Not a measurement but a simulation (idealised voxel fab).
Name of the process module below: voxel capacitor over wiring
Section cut is 300 nm wide and gridded with 5 nm square cells.
We lay out every cross-section as a grid of square cells and spell it out in bands from the top down, where one band means one or more rows of cells. For a band, the entry starts with two heights in nm, that of the top and then that of the bottom, and carries on with the band's materials in order from left to right, each alongside its width in nm; the word "full width" beside a single material means it fills the band edge to edge, and "air" means empty space. Heights from 0 (as-received wafer is one material below). Bottom band endless downward, as "z 0 and below". A two-number width, for instance "30..40", indicates that the width is equal to the first number in the top row of the band and to the second number in the bottom row, and that it changes by a constant amount per row of cells. Basically "no alterations made" means that step didn't change any cell in the cross-section. Entry "Sealed void listing" = empty spaces >= 8 cells with no open way to the top; each as width x height at distance, distance from left edge, all nm. Formally, on a step line, whatever follows the settings is a remark that the simulator itself makes on the step. For masked steps, "overlay nm" on the step line gives how far right of plan the mask actually lay; a minus sign means it lay to the left.

Steps planned for the process
1) op RECEIVE | material Si
2) op CONFORMAL_DEP | material SiO2 | thk nm 15
3) op CONFORMAL_DEP | material SiCN | thk nm 5
4) op DIRECTIONAL_DEP | material SiO2 | thk nm 20
5) op DIRECTIONAL_DEP | material aC | thk nm 15
6) op PATTERN | tone open | mask id METAL_1 | material resist | width nm 25 | pitch nm 80 | thk nm 30 | overlay nm 0
7) op DIRECTIONAL_ETCH | etch materials aC | depth nm 15
8) op STRIP | etch materials resist
9) op DIRECTIONAL_ETCH | etch materials SiO2 | depth nm 20
10) op DIRECTIONAL_ETCH | etch materials SiCN | depth nm 5
11) op STRIP | etch materials aC
12) op CONFORMAL_DEP | material TiN | thk nm 5
13) op FILL_DEP | material W | thk nm 5
14) op CMP | height nm 40
15) op CONFORMAL_DEP | material SiCN | thk nm 5
16) op DIRECTIONAL_DEP | material SiO2 | thk nm 10
17) op PATTERN | tone open | mask id PLUG_1 | material resist | width nm 15 | thk nm 20 | overlay nm 0
18) op DIRECTIONAL_ETCH | etch materials SiO2 | depth nm 10
19) op DIRECTIONAL_ETCH | etch materials SiCN | depth nm 5
20) op STRIP | etch materials resist
21) op CONFORMAL_DEP | material TiN | thk nm 5
22) op FILL_DEP | material Ru | thk nm 10
23) op CMP | height nm 55
24) op DIRECTIONAL_DEP | material TiN | thk nm 5
25) op DIRECTIONAL_DEP | material HfO2 | thk nm 5
26) op DIRECTIONAL_DEP | material TiN | thk nm 5
27) op MASKED_ETCH | tone cover | mask id UPPER_PLATE | width nm 60 | etch materials TiN | depth nm 5 | overlay nm 0
28) op MASKED_ETCH | tone cover | mask id UPPER_PLATE | width nm 60 | etch materials HfO2 | depth nm 5 | overlay nm 0
29) op MASKED_ETCH | tone cover | mask id LOWER_PLATE | width nm 70 | etch materials TiN | depth nm 5 | overlay nm 0
30) op FILL_DEP | material SiO2 | thk nm 20
31) op CMP | height nm 85
32) op MASKED_ETCH | tone open | mask id PLUG_2 | width nm 15 | etch materials SiO2 | depth nm 15 | overlay nm 0
33) op CONFORMAL_DEP | material TiN | thk nm 5
34) op FILL_DEP | material Ru | thk nm 5
35) op CMP | height nm 85
36) op CONFORMAL_DEP | material SiCN | thk nm 5

Cross-section of the wafer at receipt, which is the condition after step 1
z 0 and below = Si full width
Sealed void listing: none

Looking at the first of two wafers in cross-section at end of module - ran to plan
z 90 to 85 = SiCN full width
z 85 to 75 = SiO2: 115 / TiN: 5 / Ru: 5 / TiN: 5 / SiO2: 170
z 75 to 65 = SiO2: 115..105 / TiN: 15..60 / SiO2: 170..135
z 65 to 60 = SiO2: 105 / HfO2: 60 / SiO2: 135
z 60 to 55 = SiO2: 100 / TiN: 70 / SiO2: 130
z 55 to 45 = SiO2: 105 / TiN: 5 / Ru: 5 / TiN: 5 / SiO2: 180
z 45 to 40 = SiCN: 105 / TiN: 15 / SiCN: 180
z 40 to 20 = SiO2: 95 / TiN: 5 / W: 15 / TiN: 5 / SiO2: 55 / TiN: 5 / W: 15 / TiN: 5 / SiO2: 100
z 20 to 15 = SiCN: 95 / TiN: 25 / SiCN: 55 / TiN: 25 / SiCN: 100
z 15 to 0 = SiO2 full width
z 0 and below = Si full width
Sealed void listing: none

End-of-module cross-section of the second wafer: identical starting point and process plan to the first, with one processing mistake
z 90 to 85 = SiCN full width
z 85 to 75 = SiO2: 115 / TiN: 5 / Ru: 5 / TiN: 5 / SiO2: 170
z 75 to 65 = SiO2: 115..110 / TiN: 15..60 / SiO2: 170..130
z 65 to 60 = SiO2: 105 / HfO2: 65 / SiO2: 130
z 60 to 55 = SiO2: 100 / TiN: 70 / SiO2: 130
z 55 to 45 = SiO2: 105 / TiN: 5 / Ru: 5 / TiN: 5 / SiO2: 180
z 45 to 40 = SiCN: 105 / TiN: 15 / SiCN: 180
z 40 to 20 = SiO2: 95 / TiN: 5 / W: 15 / TiN: 5 / SiO2: 55 / TiN: 5 / W: 15 / TiN: 5 / SiO2: 100
z 20 to 15 = SiCN: 95 / TiN: 25 / SiCN: 55 / TiN: 25 / SiCN: 100
z 15 to 0 = SiO2 full width
z 0 and below = Si full width
Sealed void listing: none
Diagnosis: planned and actual differ for step 27; actual: op MASKED_ETCH | tone cover | mask id UPPER_PLATE | width nm 60 | etch materials TiN | depth nm 5 | overlay nm 5
End check, counted in cells, second wafer has more or fewer of these materials than the first: HfO2 +1, SiO2 -1
